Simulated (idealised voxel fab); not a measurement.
voxel quadruple lines: a process module
The figure presents cross-section cut, which has a width of 185 nm and is divided into square cells with an edge length of 5 nm.
Cross-section spec: square-cell grid; bands listed top down; each band is one or more rows.
Heights first: top, then bottom, in nm. Then materials, left to right, each with a width in nm. "all across" on a single material: fills the band edge to edge. "air": empty space.
Note: height 0 marks the level under which the wafer is uniformly one material as received. Lowest band unbounded below, written "0 nm and below".
The two numbers in a width such as "30..40" mark its ends across the band: the first belongs to the top row of cells, the second to the bottom row, and from each row to the next the width moves by the same amount.
The cross-section has no changed cell in any step marked "no change".
Entry "closed voids". Content: empty spaces with no open connection to the top, size 8 cells or greater. Each: width x height at distance. Distance: from left edge. Unit: nm.
Whatever follows a step's settings on its line is a remark the simulator itself makes about that step.
If you see "overlay nm" on a step's line and that step has a mask, it's telling you how far right of where it was planned the mask ended up; a negative number means it went left instead.
Steps in the process plan:
| 1 | RECEIVE (material Si) |
| 2 | CONFORMAL_DEP (material SiO2; thk nm 5) |
| 3 | DIRECTIONAL_DEP (material W; thk nm 10) |
| 4 | DIRECTIONAL_DEP (material polySi; thk nm 20) |
| 5 | DIRECTIONAL_DEP (material aC; thk nm 25) |
| 6 | PATTERN (tone cover; mask id MANDREL; material resist; width nm 35; thk nm 35; overlay nm 0) |
| 7 | DIRECTIONAL_ETCH (etch materials aC; depth nm 25) |
| 8 | STRIP (etch materials resist) |
| 9 | CONFORMAL_DEP (material SiO2; thk nm 15) |
| 10 | DIRECTIONAL_ETCH (etch materials SiO2; depth nm 15) |
| 11 | STRIP (etch materials aC) |
| 12 | DIRECTIONAL_ETCH (etch materials polySi; depth nm 20) |
| 13 | STRIP (etch materials SiO2) |
| 14 | CONFORMAL_DEP (material SiN; thk nm 10) |
| 15 | DIRECTIONAL_ETCH (etch materials SiN; depth nm 10) |
| 16 | STRIP (etch materials polySi) |
| 17 | DIRECTIONAL_ETCH (etch materials W; depth nm 10) |
| 18 | STRIP (etch materials SiN) |
| 19 | FILL_DEP (material SiO2; thk nm 5) |
| 20 | CMP (height nm 15) |
As-received state of the wafer in cross-section, equivalent to post-step 1:
0 nm and below = Si all across
closed voids: none
End-of-module XS, first of two wafers, run as planned:
15 nm to 5 nm = 50 of SiO2; 10 of W; 15 of SiO2; 10 of W; 15 of SiO2; 10 of W; 15 of SiO2; 10 of W; 50 of SiO2
5 nm to 0 nm = SiO2 all across
0 nm and below = Si all across
closed voids: none
What the second wafer looks like in cross-section once the module is done. Its start and its plan matched the first wafer's exactly; what differed was one mistake in how it was run:
15 nm to 5 nm = 65 of SiO2; 55 of W; 65 of SiO2
5 nm to 0 nm = SiO2 all across
0 nm and below = Si all across
closed voids: none
Diagnosis: step 11 went in with a setting other than planned; the actual run was STRIP (etch materials SiO2)
Wrapping up, a cell-based count of both wafers puts the second over or under the first for these materials: SiO2 -6; W +6
